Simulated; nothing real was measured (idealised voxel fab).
The process module that follows is named voxel air gaps.
Square cells of 5 nm make up the cross-section cut, whose width is 270 nm.
In this document a cross-section is written as a grid of square cells. It is given as a series of bands, listed from the top down, and a band is one or more rows of cells. What a band's entry tells you: where the top is and where the bottom is, as heights in nm, and after that what lies inside, material by material from left to right, each with its width in nm. Empty space is written as the word "empty", and a single material marked with the word "everywhere" occupies the band from edge to edge. Where do heights start? At 0: under that level the wafer as delivered is made of one material only. And the lowest band has no floor; it just carries on downward, as in "z 0 and below". You'd read "30->40" like this: the band's top row of cells is as wide as the first number, its bottom row is as wide as the second, and going down, every row changes width by the same amount as the row before did. What does "all unchanged" mean for a step? It means no cell of the cross-section changed in that step. "Sealed void inventory": empty spaces of 8 cells or more with no open way to the top, each given as width x height at distance, distance from the left edge, all in nm. Text after the settings on a step's line: the simulator's own remark on that step. A step line may carry the setting "overlay nm", which, for steps involving a mask, states the distance by which the mask lay to the right of its intended position; negative values denote displacement to the left.
Here's what the planned process steps look like
step 1: RECEIVE with material Si
step 2: CONFORMAL_DEP with material SiO2, thk nm 15
step 3: CONFORMAL_DEP with material SiCN, thk nm 5
step 4: DIRECTIONAL_DEP with material SiO2, thk nm 30
step 5: PATTERN with tone open, mask id LINES, material resist, width nm 25, pitch nm 50, thk nm 20, overlay nm 0
step 6: DIRECTIONAL_ETCH with etch materials SiO2, depth nm 30
step 7: STRIP with etch materials resist
step 8: CONFORMAL_DEP with material TiN, thk nm 5
step 9: FILL_DEP with material Ru, thk nm 10
step 10: CMP with height nm 50
step 11: EPI with material Ru, thk nm 10
step 12: SELECTIVE_ETCH with etch materials SiO2, depth nm 40
step 13: CONFORMAL_DEP with material SiCN, thk nm 5
As received, after step 1
* z 0 and below | Si everywhere
* Sealed void inventory: none
Here's the cross-section of the first of our two wafers at the end of the module - it ran as planned
* z 65 to 60 | empty 30 | SiCN 205 | empty 35
* z 60 to 50 | empty 30 | SiCN 5 | Ru 45 | SiCN 5 | Ru 45 | SiCN 5 | Ru 45 | SiCN 5 | Ru 45 | SiCN 5 | empty 35
* z 50 to 45 | empty 30 | SiCN 15 | TiN 5 | Ru 15 | TiN 5 | SiCN 25 | TiN 5 | Ru 15 | TiN 5 | SiCN 25 | TiN 5 | Ru 15 | TiN 5 | SiCN 25 | TiN 5 | Ru 15 | TiN 5 | SiCN 15 | empty 35
* z 45 to 25 | empty 40 | SiCN 5 | TiN 5 | Ru 15 | TiN 5 | SiCN 5 | empty 15 | SiCN 5 | TiN 5 | Ru 15 | TiN 5 | SiCN 5 | empty 15 | SiCN 5 | TiN 5 | Ru 15 | TiN 5 | SiCN 5 | empty 15 | SiCN 5 | TiN 5 | Ru 15 | TiN 5 | SiCN 5 | empty 45
* z 25 to 20 | SiCN 45 | TiN 25 | SiCN 25 | TiN 25 | SiCN 25 | TiN 25 | SiCN 25 | TiN 25 | SiCN 50
* z 20 to 15 | SiCN everywhere
* z 15 to 0 | SiO2 everywhere
* z 0 and below | Si everywhere
* Sealed void inventory: 15 x 20 at 75; 15 x 20 at 125; 15 x 20 at 175
Now the second wafer, cross-sectioned at the end of the module. Nothing different at the start, nothing different in the plan compared with the first, just one mistake when it was actually run
* z 65 to 60 | empty 35 | SiCN 205 | empty 30
* z 60 to 50 | empty 35 | SiCN 5 | Ru 45 | SiCN 5 | Ru 45 | SiCN 5 | Ru 45 | SiCN 5 | Ru 45 | SiCN 5 | empty 30
* z 50 to 45 | empty 35 | SiCN 15 | TiN 5 | Ru 15 | TiN 5 | SiCN 25 | TiN 5 | Ru 15 | TiN 5 | SiCN 25 | TiN 5 | Ru 15 | TiN 5 | SiCN 25 | TiN 5 | Ru 15 | TiN 5 | SiCN 15 | empty 30
* z 45 to 25 | empty 45 | SiCN 5 | TiN 5 | Ru 15 | TiN 5 | SiCN 5 | empty 15 | SiCN 5 | TiN 5 | Ru 15 | TiN 5 | SiCN 5 | empty 15 | SiCN 5 | TiN 5 | Ru 15 | TiN 5 | SiCN 5 | empty 15 | SiCN 5 | TiN 5 | Ru 15 | TiN 5 | SiCN 5 | empty 40
* z 25 to 20 | SiCN 50 | TiN 25 | SiCN 25 | TiN 25 | SiCN 25 | TiN 25 | SiCN 25 | TiN 25 | SiCN 45
* z 20 to 15 | SiCN everywhere
* z 15 to 0 | SiO2 everywhere
* z 0 and below | Si everywhere
* Sealed void inventory: 15 x 20 at 80; 15 x 20 at 130; 15 x 20 at 180
Which mistake was made when the wafer was run? it should be noted that step 5 was executed with settings other than those planned, the operation and settings actually applied being PATTERN with tone open, mask id LINES, material resist, width nm 25, pitch nm 50, thk nm 20, overlay nm 5
In the final comparison it is observed that the number of cells assigned to each material is identical for the two wafers, whereas their placement is not.
